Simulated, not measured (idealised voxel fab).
Proc. module: voxel self aligned contacts
Cross-sectional view cut (width: 235 nm; square cell size: 5 nm).
Reading order for cross-sections: top band down to bottom band. Underlying form: a grid of square cells. Band size: one or more rows of cells.
Heads up on the band format: heights come first, top then bottom, in nm. After that it's the materials left to right, each with its width in nm. A single material flagged "throughout" fills the whole band edge to edge, and "blank" means there's empty space there.
Heads up on the height convention: 0 is the point under which the incoming wafer is all one material, and the lowest band has no bottom, it just keeps going down, like "0 and below".
The notation "30 to 40" denotes a width that varies across the rows of cells in the band, beginning at the first number in the top row, finishing at the second number in the bottom row, and changing by an identical amount from each row to the next.
No cell of the cross-section changed in a step that is given as "no modifications".
This entry, "Enclosed void listing", enumerates those empty regions of no fewer than 8 cells that possess no open connection to the top. Each region is reported in the form width x height at distance, the distance being taken from the left edge, with all three quantities expressed in nm.
On a step's line, text after the settings is the simulator commenting on that step.
If you see "overlay nm" on a step's line and that step has a mask, it's telling you how far right of where it was planned the mask ended up; a negative number means it went left instead.
BELOW IS THE LIST OF PLANNED PROCESS STEPS
1: RECEIVE [material Si]
2: OXIDIZE [depth nm 5]
3: DIRECTIONAL_DEP [material polySi] [thk nm 25]
4: DIRECTIONAL_DEP [material SiN] [thk nm 15]
5: PATTERN [tone cover] [mask id GATE] [material resist] [width nm 25] [pitch nm 50] [thk nm 20] [overlay nm 0]
6: DIRECTIONAL_ETCH [etch materials SiN] [depth nm 15]
7: DIRECTIONAL_ETCH [etch materials polySi] [depth nm 25]
8: STRIP [etch materials resist]
9: CONFORMAL_DEP [material SiN] [thk nm 5]
10: DIRECTIONAL_ETCH [etch materials SiN] [depth nm 5]
11: FILL_DEP [material SiO2] [thk nm 20]
12: CMP [height nm 50]
13: DIRECTIONAL_DEP [material aC] [thk nm 10]
14: PATTERN [tone open] [mask id CONTACT] [material resist] [width nm 35] [pitch nm 50] [thk nm 30] [overlay nm 0]
15: DIRECTIONAL_ETCH [etch materials aC] [depth nm 10]
16: STRIP [etch materials resist]
17: DIRECTIONAL_ETCH [etch materials SiO2] [depth nm 55]
18: STRIP [etch materials aC]
19: CONFORMAL_DEP [material TiN] [thk nm 5]
20: FILL_DEP [material Ru] [thk nm 10]
21: CMP [height nm 50]
22: CONFORMAL_DEP [material SiCN] [thk nm 5]
FIRST WAFER OF TWO (RUN AS PLANNED)
CROSS-SECTION OF THE WAFER AT RECEIPT, WHICH IS THE CONDITION AFTER STEP 1
* 0 and below = Si throughout
* Enclosed void listing: none
THE WAFER, SEEN IN CROSS-SECTION, AFTER STEP 2
* 0 down to -5 = SiO2 throughout
* Everything under -5 stays put, no change at all.
THE WAFER, SEEN IN CROSS-SECTION, AFTER STEP 3
* 25 down to 0 = polySi throughout
* Everything under 0 stays put, no change at all.
THE WAFER, SEEN IN CROSS-SECTION, AFTER STEP 4
* 40 down to 25 = SiN throughout
* Everything under 25 stays put, no change at all.
THE WAFER, SEEN IN CROSS-SECTION, AFTER STEP 5
* 60 down to 40 = blank: 55, resist: 25, blank: 25, resist: 25, blank: 25, resist: 25, blank: 55
* Everything under 40 stays put, no change at all.
THE WAFER, SEEN IN CROSS-SECTION, AFTER STEP 6
* 60 down to 40 = blank: 55, resist: 25, blank: 25, resist: 25, blank: 25, resist: 25, blank: 55
* 40 down to 25 = blank: 55, SiN: 25, blank: 25, SiN: 25, blank: 25, SiN: 25, blank: 55
* Everything under 25 stays put, no change at all.
THE WAFER, SEEN IN CROSS-SECTION, AFTER STEP 7
* 60 down to 40 = blank: 55, resist: 25, blank: 25, resist: 25, blank: 25, resist: 25, blank: 55
* 40 down to 25 = blank: 55, SiN: 25, blank: 25, SiN: 25, blank: 25, SiN: 25, blank: 55
* 25 down to 0 = blank: 55, polySi: 25, blank: 25, polySi: 25, blank: 25, polySi: 25, blank: 55
* Everything under 0 stays put, no change at all.
THE WAFER, SEEN IN CROSS-SECTION, AFTER STEP 8
* 40 down to 25 = blank: 55, SiN: 25, blank: 25, SiN: 25, blank: 25, SiN: 25, blank: 55
* Everything under 25 stays put, no change at all.
THE WAFER, SEEN IN CROSS-SECTION, AFTER STEP 9
* 45 down to 25 = blank: 50, SiN: 35, blank: 15, SiN: 35, blank: 15, SiN: 35, blank: 50
* 25 down to 5 = blank: 50, SiN: 5, polySi: 25, SiN: 5, blank: 15, SiN: 5, polySi: 25, SiN: 5, blank: 15, SiN: 5, polySi: 25, SiN: 5, blank: 50
* 5 down to 0 = SiN: 55, polySi: 25, SiN: 25, polySi: 25, SiN: 25, polySi: 25, SiN: 55
* Everything under 0 stays put, no change at all.
THE WAFER, SEEN IN CROSS-SECTION, AFTER STEP 10
* 40 down to 25 = blank: 50, SiN: 35, blank: 15, SiN: 35, blank: 15, SiN: 35, blank: 50
* 25 down to 0 = blank: 50, SiN: 5, polySi: 25, SiN: 5, blank: 15, SiN: 5, polySi: 25, SiN: 5, blank: 15, SiN: 5, polySi: 25, SiN: 5, blank: 50
* Everything under 0 stays put, no change at all.
THE WAFER, SEEN IN CROSS-SECTION, AFTER STEP 11
* 60 down to 40 = SiO2 throughout
* 40 down to 25 = SiO2: 50, SiN: 35, SiO2: 15, SiN: 35, SiO2: 15, SiN: 35, SiO2: 50
* 25 down to 0 = SiO2: 50, SiN: 5, polySi: 25, SiN: 5, SiO2: 15, SiN: 5, polySi: 25, SiN: 5, SiO2: 15, SiN: 5, polySi: 25, SiN: 5, SiO2: 50
* Everything under 0 stays put, no change at all.
THE WAFER, SEEN IN CROSS-SECTION, AFTER STEP 12
* 50 down to 40 = SiO2 throughout
* Everything under 40 stays put, no change at all.
THE WAFER, SEEN IN CROSS-SECTION, AFTER STEP 13
* 60 down to 50 = aC throughout
* Everything under 50 stays put, no change at all.
THE WAFER, SEEN IN CROSS-SECTION, AFTER STEP 14
* 90 down to 60 = resist: 75, blank: 35, resist: 15, blank: 35, resist: 75
* Everything under 60 stays put, no change at all.
THE WAFER, SEEN IN CROSS-SECTION, AFTER STEP 15
* 80 down to 60 = resist: 75, blank: 35, resist: 15, blank: 35, resist: 75
* 60 down to 50 = aC: 75, blank: 35, aC: 15, blank: 35, aC: 75
* Everything under 50 stays put, no change at all.
THE WAFER, SEEN IN CROSS-SECTION, AFTER STEP 16
* 60 down to 50 = aC: 75, blank: 35, aC: 15, blank: 35, aC: 75
* Everything under 50 stays put, no change at all.
THE WAFER, SEEN IN CROSS-SECTION, AFTER STEP 17
* 60 down to 50 = aC: 75, blank: 35, aC: 15, blank: 35, aC: 75
* 50 down to 40 = SiO2: 75, blank: 35, SiO2: 15, blank: 35, SiO2: 75
* 40 down to 25 = SiO2: 50, SiN: 35, blank: 15, SiN: 35, blank: 15, SiN: 35, SiO2: 50
* 25 down to 0 = SiO2: 50, SiN: 5, polySi: 25, SiN: 5, blank: 15, SiN: 5, polySi: 25, SiN: 5, blank: 15, SiN: 5, polySi: 25, SiN: 5, SiO2: 50
* 0 down to -5 = SiO2: 85, blank: 15, SiO2: 35, blank: 15, SiO2: 85
* Everything under -5 stays put, no change at all.
THE WAFER, SEEN IN CROSS-SECTION, AFTER STEP 18
* 50 down to 40 = SiO2: 75, blank: 35, SiO2: 15, blank: 35, SiO2: 75
* Everything under 40 stays put, no change at all.
THE WAFER, SEEN IN CROSS-SECTION, AFTER STEP 19
* 55 down to 50 = TiN: 80, blank: 25, TiN: 25, blank: 25, TiN: 80
* 50 down to 40 = SiO2: 75, TiN: 5 to 15, blank: 25 to 5, TiN: 5 to 15, SiO2: 15, TiN: 5 to 15, blank: 25 to 5, TiN: 5 to 15, SiO2: 75
* 40 down to 25 = SiO2: 50, SiN: 35, TiN: 5, blank: 5, TiN: 5, SiN: 35, TiN: 5, blank: 5, TiN: 5, SiN: 35, SiO2: 50
* 25 down to 0 = SiO2: 50, SiN: 5, polySi: 25, SiN: 5, TiN: 5, blank: 5, TiN: 5, SiN: 5, polySi: 25, SiN: 5, TiN: 5, blank: 5, TiN: 5, SiN: 5, polySi: 25, SiN: 5, SiO2: 50
* 0 down to -5 = SiO2: 85, TiN: 15, SiO2: 35, TiN: 15, SiO2: 85
* Everything under -5 stays put, no change at all.
THE WAFER, SEEN IN CROSS-SECTION, AFTER STEP 20
* 65 down to 55 = Ru throughout
* 55 down to 50 = TiN: 80, Ru: 25, TiN: 25, Ru: 25, TiN: 80
* 50 down to 40 = SiO2: 75, TiN: 5 to 15, Ru: 25 to 5, TiN: 5 to 15, SiO2: 15, TiN: 5 to 15, Ru: 25 to 5, TiN: 5 to 15, SiO2: 75
* 40 down to 25 = SiO2: 50, SiN: 35, TiN: 5, Ru: 5, TiN: 5, SiN: 35, TiN: 5, Ru: 5, TiN: 5, SiN: 35, SiO2: 50
* 25 down to 0 = SiO2: 50, SiN: 5, polySi: 25, SiN: 5, TiN: 5, Ru: 5, TiN: 5, SiN: 5, polySi: 25, SiN: 5, TiN: 5, Ru: 5, TiN: 5, SiN: 5, polySi: 25, SiN: 5, SiO2: 50
* Everything under 0 stays put, no change at all.
THE WAFER, SEEN IN CROSS-SECTION, AFTER STEP 21
* 50 down to 40 = SiO2: 75, TiN: 5 to 15, Ru: 25 to 5, TiN: 5 to 15, SiO2: 15, TiN: 5 to 15, Ru: 25 to 5, TiN: 5 to 15, SiO2: 75
* Everything under 40 stays put, no change at all.
THE WAFER, SEEN IN CROSS-SECTION, AFTER STEP 22
* 55 down to 50 = SiCN throughout
* Everything under 50 stays put, no change at all.
NOW THE OTHER WAFER: SAME START, SAME RECIPE, BUT WE MESSED UP ONE THING WHEN RUNNING IT. UP TO AND INCLUDING STEP 3 IT'S THE SAME AS THE FIRST ONE
WHEN STEP 4 SHOULD HAVE ENDED
* 55 down to 25 = SiN throughout
* Everything under 25 stays put, no change at all.
WHEN STEP 5 SHOULD HAVE ENDED
* 75 down to 55 = blank: 55, resist: 25, blank: 25, resist: 25, blank: 25, resist: 25, blank: 55
* Everything under 55 stays put, no change at all.
WHEN STEP 6 SHOULD HAVE ENDED
* 75 down to 55 = blank: 55, resist: 25, blank: 25, resist: 25, blank: 25, resist: 25, blank: 55
* 55 down to 40 = blank: 55, SiN: 25, blank: 25, SiN: 25, blank: 25, SiN: 25, blank: 55
* Everything under 40 stays put, no change at all.
when step 7 should have ended: no modifications
WHEN STEP 8 SHOULD HAVE ENDED
* 55 down to 40 = blank: 55, SiN: 25, blank: 25, SiN: 25, blank: 25, SiN: 25, blank: 55
* Everything under 40 stays put, no change at all.
WHEN STEP 9 SHOULD HAVE ENDED
* 60 down to 45 = blank: 50, SiN: 35, blank: 15, SiN: 35, blank: 15, SiN: 35, blank: 50
* 45 down to 25 = SiN throughout
* Everything under 25 stays put, no change at all.
WHEN STEP 10 SHOULD HAVE ENDED
* 55 down to 40 = blank: 50, SiN: 35, blank: 15, SiN: 35, blank: 15, SiN: 35, blank: 50
* Everything under 40 stays put, no change at all.
WHEN STEP 11 SHOULD HAVE ENDED
* 75 down to 55 = SiO2 throughout
* 55 down to 40 = SiO2: 50, SiN: 35, SiO2: 15, SiN: 35, SiO2: 15, SiN: 35, SiO2: 50
* Everything under 40 stays put, no change at all.
WHEN STEP 12 SHOULD HAVE ENDED
* 50 down to 40 = SiO2: 50, SiN: 35, SiO2: 15, SiN: 35, SiO2: 15, SiN: 35, SiO2: 50
* Everything under 40 stays put, no change at all.
WHEN STEP 13 SHOULD HAVE ENDED
* 60 down to 50 = aC throughout
* Everything under 50 stays put, no change at all.
WHEN STEP 14 SHOULD HAVE ENDED
* 90 down to 60 = resist: 75, blank: 35, resist: 15, blank: 35, resist: 75
* Everything under 60 stays put, no change at all.
WHEN STEP 15 SHOULD HAVE ENDED
* 80 down to 60 = resist: 75, blank: 35, resist: 15, blank: 35, resist: 75
* 60 down to 50 = aC: 75, blank: 35, aC: 15, blank: 35, aC: 75
* Everything under 50 stays put, no change at all.
WHEN STEP 16 SHOULD HAVE ENDED
* 60 down to 50 = aC: 75, blank: 35, aC: 15, blank: 35, aC: 75
* Everything under 50 stays put, no change at all.
WHEN STEP 17 SHOULD HAVE ENDED
* 60 down to 50 = aC: 75, blank: 35, aC: 15, blank: 35, aC: 75
* 50 down to 40 = SiO2: 50, SiN: 35, blank: 15, SiN: 35, blank: 15, SiN: 35, SiO2: 50
* Everything under 40 stays put, no change at all.
WHEN STEP 18 SHOULD HAVE ENDED
* 50 down to 40 = SiO2: 50, SiN: 35, blank: 15, SiN: 35, blank: 15, SiN: 35, SiO2: 50
* Everything under 40 stays put, no change at all.
WHEN STEP 19 SHOULD HAVE ENDED
* 55 down to 50 = TiN: 90, blank: 5, TiN: 45, blank: 5, TiN: 90
* 50 down to 45 = SiO2: 50, SiN: 35, TiN: 5, blank: 5, TiN: 5, SiN: 35, TiN: 5, blank: 5, TiN: 5, SiN: 35, SiO2: 50
* 45 down to 40 = SiO2: 50, SiN: 35, TiN: 15, SiN: 35, TiN: 15, SiN: 35, SiO2: 50
* Everything under 40 stays put, no change at all.
WHEN STEP 20 SHOULD HAVE ENDED
* 65 down to 55 = Ru throughout
* 55 down to 50 = TiN: 90, Ru: 5, TiN: 45, Ru: 5, TiN: 90
* 50 down to 45 = SiO2: 50, SiN: 35, TiN: 5, Ru: 5, TiN: 5, SiN: 35, TiN: 5, Ru: 5, TiN: 5, SiN: 35, SiO2: 50
* Everything under 45 stays put, no change at all.
WHEN STEP 21 SHOULD HAVE ENDED
* 50 down to 45 = SiO2: 50, SiN: 35, TiN: 5, Ru: 5, TiN: 5, SiN: 35, TiN: 5, Ru: 5, TiN: 5, SiN: 35, SiO2: 50
* Everything under 45 stays put, no change at all.
WHEN STEP 22 SHOULD HAVE ENDED
* 55 down to 50 = SiCN throughout
* Everything under 50 stays put, no change at all.
Want to know what went wrong? step 4 from the plan got run twice
Final wafer comparison in cells, second versus first, more or fewer per material: Ru: 26 fewer | SiN: 90 more | SiO2: 180 fewer | TiN: 44 fewer | polySi: 160 more
